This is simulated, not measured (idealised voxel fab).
Proc. module: voxel gate over fins
The width of the displayed cross-section, cut, is 215 nm; its cells are square, with a size of 5 nm.
Square cells in a grid make up a cross-section in this document, and the grid is given as bands, listed from the top down, each one or more rows of cells. Top, bottom (nm), then materials left to right with widths (nm); lone material tagged "full width" fills the whole band edge to edge; "empty" = empty space. Heads up on the height convention: 0 is the point under which the incoming wafer is all one material, and the lowest band has no bottom, it just keeps going down, like "0 down". You'd read "30..40" like this: the band's top row of cells is as wide as the first number, its bottom row is as wide as the second, and going down, every row changes width by the same amount as the row before did. Take "nothing different" at face value: in the step it is given for, the cross-section changed in none of its cells. "Voids, sealed" lists enclosed empty spaces (at least 8 cells, no open path upward to the top), each as width x height at distance from the left edge, in nm. On a step's line, text after the settings is the simulator commenting on that step. overlay nm: right-of-plan distance of the mask on a masked step; negative values mean left-of-plan.
These are the steps we planned for the process
step 1: RECEIVE,material Si
step 2: CONFORMAL_DEP,material SiN,thk nm 5
step 3: PATTERN,tone cover,mask id FINS,material resist,width nm 15,pitch nm 50,thk nm 20,overlay nm 0
step 4: DIRECTIONAL_ETCH,etch materials SiN,depth nm 5
step 5: DIRECTIONAL_ETCH,etch materials Si,depth nm 40
step 6: STRIP,etch materials resist
step 7: FILL_DEP,material SiO2,thk nm 5
step 8: CMP,height nm 5
step 9: PATTERN,tone open,mask id RAIL,material resist,width nm 15,thk nm 20,overlay nm 0
step 10: DIRECTIONAL_ETCH,etch materials SiO2,depth nm 40
step 11: STRIP,etch materials resist
step 12: CONFORMAL_DEP,material TiN,thk nm 5
step 13: FILL_DEP,material Ru,thk nm 10
step 14: CMP,height nm 5
step 15: SELECTIVE_ETCH,etch materials W Ru TiN,depth nm 25
step 16: FILL_DEP,material SiO2,thk nm 5
step 17: CMP,height nm 5
step 18: SELECTIVE_ETCH,etch materials SiO2,depth nm 15
step 19: STRIP,etch materials SiN
step 20: CONFORMAL_DEP,material HfO2,thk nm 5
step 21: CONFORMAL_DEP,material TiN,thk nm 5
step 22: CONFORMAL_DEP,material TiAl,thk nm 5
step 23: CONFORMAL_DEP,material TiN,thk nm 5
step 24: FILL_DEP,material W,thk nm 10
step 25: CMP,height nm 25
step 26: CONFORMAL_DEP,material SiN,thk nm 5
Of two wafers, the first: run according to plan
The cross-section here shows the wafer as received, i.e. in its state after step 1
	0 down: Si full width
	Voids, sealed: none
Upon completion of step 2, the wafer appears in cross-section as shown
	5 to 0: SiN full width
	Note: structure below 0 unchanged.
Upon completion of step 3, the wafer appears in cross-section as shown
	25 to 5: 25 empty, then 15 resist, then 35 empty, then 15 resist, then 35 empty, then 15 resist, then 35 empty, then 15 resist, then 25 empty
	Note: structure below 5 unchanged.
Upon completion of step 4, the wafer appears in cross-section as shown
	25 to 5: 25 empty, then 15 resist, then 35 empty, then 15 resist, then 35 empty, then 15 resist, then 35 empty, then 15 resist, then 25 empty
	5 to 0: 25 empty, then 15 SiN, then 35 empty, then 15 SiN, then 35 empty, then 15 SiN, then 35 empty, then 15 SiN, then 25 empty
	Note: structure below 0 unchanged.
Upon completion of step 5, the wafer appears in cross-section as shown
	25 to 5: 25 empty, then 15 resist, then 35 empty, then 15 resist, then 35 empty, then 15 resist, then 35 empty, then 15 resist, then 25 empty
	5 to 0: 25 empty, then 15 SiN, then 35 empty, then 15 SiN, then 35 empty, then 15 SiN, then 35 empty, then 15 SiN, then 25 empty
	0 to -40: 25 empty, then 15 Si, then 35 empty, then 15 Si, then 35 empty, then 15 Si, then 35 empty, then 15 Si, then 25 empty
	Note: structure below -40 unchanged.
Upon completion of step 6, the wafer appears in cross-section as shown
	5 to 0: 25 empty, then 15 SiN, then 35 empty, then 15 SiN, then 35 empty, then 15 SiN, then 35 empty, then 15 SiN, then 25 empty
	Note: structure below 0 unchanged.
Upon completion of step 7, the wafer appears in cross-section as shown
	10 to 5: SiO2 full width
	5 to 0: 25 SiO2, then 15 SiN, then 35 SiO2, then 15 SiN, then 35 SiO2, then 15 SiN, then 35 SiO2, then 15 SiN, then 25 SiO2
	0 to -40: 25 SiO2, then 15 Si, then 35 SiO2, then 15 Si, then 35 SiO2, then 15 Si, then 35 SiO2, then 15 Si, then 25 SiO2
	Note: structure below -40 unchanged.
Upon completion of step 8, the wafer appears in cross-section as shown
	5 to 0: 25 SiO2, then 15 SiN, then 35 SiO2, then 15 SiN, then 35 SiO2, then 15 SiN, then 35 SiO2, then 15 SiN, then 25 SiO2
	Note: structure below 0 unchanged.
Upon completion of step 9, the wafer appears in cross-section as shown
	25 to 5: 50 resist, then 15 empty, then 150 resist
	Note: structure below 5 unchanged.
Upon completion of step 10, the wafer appears in cross-section as shown
	25 to 5: 50 resist, then 15 empty, then 150 resist
	5 to 0: 25 SiO2, then 15 SiN, then 10 SiO2, then 15 empty, then 10 SiO2, then 15 SiN, then 35 SiO2, then 15 SiN, then 35 SiO2, then 15 SiN, then 25 SiO2
	0 to -35: 25 SiO2, then 15 Si, then 10 SiO2, then 15 empty, then 10 SiO2, then 15 Si, then 35 SiO2, then 15 Si, then 35 SiO2, then 15 Si, then 25 SiO2
	Note: structure below -35 unchanged.
Upon completion of step 11, the wafer appears in cross-section as shown
	5 to 0: 25 SiO2, then 15 SiN, then 10 SiO2, then 15 empty, then 10 SiO2, then 15 SiN, then 35 SiO2, then 15 SiN, then 35 SiO2, then 15 SiN, then 25 SiO2
	Note: structure below 0 unchanged.
Upon completion of step 12, the wafer appears in cross-section as shown
	10 to 5: 55 TiN, then 5 empty, then 155 TiN
	5 to 0: 25 SiO2, then 15 SiN, then 10 SiO2, then 5 TiN, then 5 empty, then 5 TiN, then 10 SiO2, then 15 SiN, then 35 SiO2, then 15 SiN, then 35 SiO2, then 15 SiN, then 25 SiO2
	0 to -30: 25 SiO2, then 15 Si, then 10 SiO2, then 5 TiN, then 5 empty, then 5 TiN, then 10 SiO2, then 15 Si, then 35 SiO2, then 15 Si, then 35 SiO2, then 15 Si, then 25 SiO2
	-30 to -35: 25 SiO2, then 15 Si, then 10 SiO2, then 15 TiN, then 10 SiO2, then 15 Si, then 35 SiO2, then 15 Si, then 35 SiO2, then 15 Si, then 25 SiO2
	Note: structure below -35 unchanged.
Upon completion of step 13, the wafer appears in cross-section as shown
	20 to 10: Ru full width
	10 to 5: 55 TiN, then 5 Ru, then 155 TiN
	5 to 0: 25 SiO2, then 15 SiN, then 10 SiO2, then 5 TiN, then 5 Ru, then 5 TiN, then 10 SiO2, then 15 SiN, then 35 SiO2, then 15 SiN, then 35 SiO2, then 15 SiN, then 25 SiO2
	0 to -30: 25 SiO2, then 15 Si, then 10 SiO2, then 5 TiN, then 5 Ru, then 5 TiN, then 10 SiO2, then 15 Si, then 35 SiO2, then 15 Si, then 35 SiO2, then 15 Si, then 25 SiO2
	Note: structure below -30 unchanged.
Upon completion of step 14, the wafer appears in cross-section as shown
	5 to 0: 25 SiO2, then 15 SiN, then 10 SiO2, then 5 TiN, then 5 Ru, then 5 TiN, then 10 SiO2, then 15 SiN, then 35 SiO2, then 15 SiN, then 35 SiO2, then 15 SiN, then 25 SiO2
	Note: structure below 0 unchanged.
Upon completion of step 15, the wafer appears in cross-section as shown
	5 to 0: 25 SiO2, then 15 SiN, then 10 SiO2, then 15 empty, then 10 SiO2, then 15 SiN, then 35 SiO2, then 15 SiN, then 35 SiO2, then 15 SiN, then 25 SiO2
	0 to -20: 25 SiO2, then 15 Si, then 10 SiO2, then 15 empty, then 10 SiO2, then 15 Si, then 35 SiO2, then 15 Si, then 35 SiO2, then 15 Si, then 25 SiO2
	Note: structure below -20 unchanged.
Upon completion of step 16, the wafer appears in cross-section as shown
	10 to 5: SiO2 full width
	5 to 0: 25 SiO2, then 15 SiN, then 35 SiO2, then 15 SiN, then 35 SiO2, then 15 SiN, then 35 SiO2, then 15 SiN, then 25 SiO2
	0 to -20: 25 SiO2, then 15 Si, then 35 SiO2, then 15 Si, then 35 SiO2, then 15 Si, then 35 SiO2, then 15 Si, then 25 SiO2
	Note: structure below -20 unchanged.
Upon completion of step 17, the wafer appears in cross-section as shown
	5 to 0: 25 SiO2, then 15 SiN, then 35 SiO2, then 15 SiN, then 35 SiO2, then 15 SiN, then 35 SiO2, then 15 SiN, then 25 SiO2
	Note: structure below 0 unchanged.
Upon completion of step 18, the wafer appears in cross-section as shown
	5 to 0: 25 empty, then 15 SiN, then 35 empty, then 15 SiN, then 35 empty, then 15 SiN, then 35 empty, then 15 SiN, then 25 empty
	0 to -10: 25 empty, then 15 Si, then 35 empty, then 15 Si, then 35 empty, then 15 Si, then 35 empty, then 15 Si, then 25 empty
	Note: structure below -10 unchanged.
Upon completion of step 19, the wafer appears in cross-section as shown
	0 to -10: 25 empty, then 15 Si, then 35 empty, then 15 Si, then 35 empty, then 15 Si, then 35 empty, then 15 Si, then 25 empty
	Note: structure below -10 unchanged.
Upon completion of step 20, the wafer appears in cross-section as shown
	5 to 0: 20 empty, then 25 HfO2, then 25 empty, then 25 HfO2, then 25 empty, then 25 HfO2, then 25 empty, then 25 HfO2, then 20 empty
	0 to -5: 20 empty, then 5 HfO2, then 15 Si, then 5 HfO2, then 25 empty, then 5 HfO2, then 15 Si, then 5 HfO2, then 25 empty, then 5 HfO2, then 15 Si, then 5 HfO2, then 25 empty, then 5 HfO2, then 15 Si, then 5 HfO2, then 20 empty
	-5 to -10: 25 HfO2, then 15 Si, then 35 HfO2, then 15 Si, then 35 HfO2, then 15 Si, then 35 HfO2, then 15 Si, then 25 HfO2
	Note: structure below -10 unchanged.
Upon completion of step 21, the wafer appears in cross-section as shown
	10 to 5: 15 empty, then 35 TiN, then 15 empty, then 35 TiN, then 15 empty, then 35 TiN, then 15 empty, then 35 TiN, then 15 empty
	5 to 0: 15 empty, then 5 TiN, then 25 HfO2, then 5 TiN, then 15 empty, then 5 TiN, then 25 HfO2, then 5 TiN, then 15 empty, then 5 TiN, then 25 HfO2, then 5 TiN, then 15 empty, then 5 TiN, then 25 HfO2, then 5 TiN, then 15 empty
	0 to -5: 20 TiN, then 5 HfO2, then 15 Si, then 5 HfO2, then 25 TiN, then 5 HfO2, then 15 Si, then 5 HfO2, then 25 TiN, then 5 HfO2, then 15 Si, then 5 HfO2, then 25 TiN, then 5 HfO2, then 15 Si, then 5 HfO2, then 20 TiN
	Note: structure below -5 unchanged.
Upon completion of step 22, the wafer appears in cross-section as shown
	15 to 10: 10 empty, then 45 TiAl, then 5 empty, then 45 TiAl, then 5 empty, then 45 TiAl, then 5 empty, then 45 TiAl, then 10 empty
	10 to 5: 10 empty, then 5 TiAl, then 35 TiN, then 5 TiAl, then 5 empty, then 5 TiAl, then 35 TiN, then 5 TiAl, then 5 empty, then 5 TiAl, then 35 TiN, then 5 TiAl, then 5 empty, then 5 TiAl, then 35 TiN, then 5 TiAl, then 10 empty
	5 to 0: 15 TiAl, then 5 TiN, then 25 HfO2, then 5 TiN, then 15 TiAl, then 5 TiN, then 25 HfO2, then 5 TiN, then 15 TiAl, then 5 TiN, then 25 HfO2, then 5 TiN, then 15 TiAl, then 5 TiN, then 25 HfO2, then 5 TiN, then 15 TiAl
	Note: structure below 0 unchanged.
Upon completion of step 23, the wafer appears in cross-section as shown
	20 to 15: 5 empty, then 205 TiN, then 5 empty
	15 to 10: 5 empty, then 5 TiN, then 45 TiAl, then 5 TiN, then 45 TiAl, then 5 TiN, then 45 TiAl, then 5 TiN, then 45 TiAl, then 5 TiN, then 5 empty
	10 to 5: 10 TiN, then 5 TiAl, then 35 TiN, then 5 TiAl, then 5 TiN, then 5 TiAl, then 35 TiN, then 5 TiAl, then 5 TiN, then 5 TiAl, then 35 TiN, then 5 TiAl, then 5 TiN, then 5 TiAl, then 35 TiN, then 5 TiAl, then 10 TiN
	Note: structure below 5 unchanged.
Upon completion of step 24, the wafer appears in cross-section as shown
	30 to 20: W full width
	20 to 15: 5 W, then 205 TiN, then 5 W
	15 to 10: 5 W, then 5 TiN, then 45 TiAl, then 5 TiN, then 45 TiAl, then 5 TiN, then 45 TiAl, then 5 TiN, then 45 TiAl, then 5 TiN, then 5 W
	Note: structure below 10 unchanged.
Upon completion of step 25, the wafer appears in cross-section as shown
	25 to 20: W full width
	Note: structure below 20 unchanged.
Upon completion of step 26, the wafer appears in cross-section as shown
	30 to 25: SiN full width
	Note: structure below 25 unchanged.
Wafer two: like wafer one in start and plan, but with one mistake in execution; identical up to and including step 21
when step 22 should have ended
	15 to 5: 10 empty, then 45 TiN, then 5 empty, then 45 TiN, then 5 empty, then 45 TiN, then 5 empty, then 45 TiN, then 10 empty
	5 to 0: 20 TiN, then 25 HfO2, then 25 TiN, then 25 HfO2, then 25 TiN, then 25 HfO2, then 25 TiN, then 25 HfO2, then 20 TiN
	Note: structure below 0 unchanged.
when step 23 should have ended
	20 to 15: 5 empty, then 205 TiAl, then 5 empty
	15 to 10: 5 empty, then 5 TiAl, then 45 TiN, then 5 TiAl, then 45 TiN, then 5 TiAl, then 45 TiN, then 5 TiAl, then 45 TiN, then 5 TiAl, then 5 empty
	10 to 5: 10 TiAl, then 45 TiN, then 5 TiAl, then 45 TiN, then 5 TiAl, then 45 TiN, then 5 TiAl, then 45 TiN, then 10 TiAl
	Note: structure below 5 unchanged.
when step 24 should have ended
	30 to 20: W full width
	20 to 15: 5 W, then 205 TiAl, then 5 W
	15 to 10: 5 W, then 5 TiAl, then 45 TiN, then 5 TiAl, then 45 TiN, then 5 TiAl, then 45 TiN, then 5 TiAl, then 45 TiN, then 5 TiAl, then 5 W
	Note: structure below 10 unchanged.
when step 25 should have ended
	25 to 20: W full width
	Note: structure below 20 unchanged.
when step 26 should have ended
	30 to 25: SiN full width
	Note: structure below 25 unchanged.
Processing error: sequence error: steps 22 and 23 interchanged
The final cell counts differ between the wafers, with the second having more or fewer of some materials than the first: TiAl -6; TiN +6
